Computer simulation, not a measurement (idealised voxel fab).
Process module in this document: voxel trench capacitor
Displayed cross-section: cut, width of 300 nm, square cells sized 5 nm.
For the purposes of this document, a cross-section shall be understood as a grid of square cells, specified as bands listed in top-to-bottom order, each band consisting of one or more rows of cells. First you get the band's top height and its bottom height, in nm, and then the materials it's made of, left to right, with each width in nm. If you see a single material with "edge to edge", that one covers the band edge to edge. "blank" is empty space. Height 0 is the level under which the wafer as received is all one material. The lowest band goes on downwards, as in "top 0, no bottom". The notation "30 to 40" denotes a width that varies across the rows of cells in the band, beginning at the first number in the top row, finishing at the second number in the bottom row, and changing by an identical amount from each row to the next. Step note "nothing altered" = no cross-section cell changed. Sealed-off cavities: empty space of 8 cells or more with no open way to the top, each as width x height at its distance from the left edge, in nm. If you see something after the settings on a step's line, that's the simulator's own remark about that step. "overlay nm" on a masked step: distance the mask lay right of its planned place, negative for left.
Steps in the process plan
| 1 | RECEIVE,material Si |
| 2 | CONFORMAL_DEP,material SiN,thk nm 5 |
| 3 | DIRECTIONAL_DEP,material aC,thk nm 10 |
| 4 | PATTERN,tone open,mask id TRENCH,material resist,width nm 20,pitch nm 35,thk nm 30,overlay nm 0 |
| 5 | DIRECTIONAL_ETCH,etch materials aC,depth nm 10 |
| 6 | STRIP,etch materials resist |
| 7 | DIRECTIONAL_ETCH,etch materials SiN,depth nm 5 |
| 8 | DIRECTIONAL_ETCH,etch materials Si,depth nm 35 |
| 9 | STRIP,etch materials aC |
| 10 | CONFORMAL_DEP,material SiO2,thk nm 5 |
| 11 | FILL_DEP,material polySi,thk nm 10 |
| 12 | CMP,height nm 5 |
Keep in mind the plan's value for the thk nm of step 10 comes from the first wafer; the wafers don't share that setting, but they do share the same starting point.
As-received cross-section, first of several wafers, post step 1
top 0, no bottom = Si edge to edge
Sealed-off cavities: none
Quick key for the table: a row per wafer, taken at the end of the module. For each material it tells you how many cells the wafer gained (+) or lost (-) since it came in, and the closed voids come after
thk nm 5; -84 Si; +48 SiN; +54 SiO2; +42 polySi; Sealed-off cavities: none
thk nm 10; -84 Si; +48 SiN; +96 SiO2; Sealed-off cavities: none
thk nm 15; -84 Si; +48 SiN; +96 SiO2; Sealed-off cavities: none
thk nm 20; -84 Si; +48 SiN; +96 SiO2; Sealed-off cavities: none
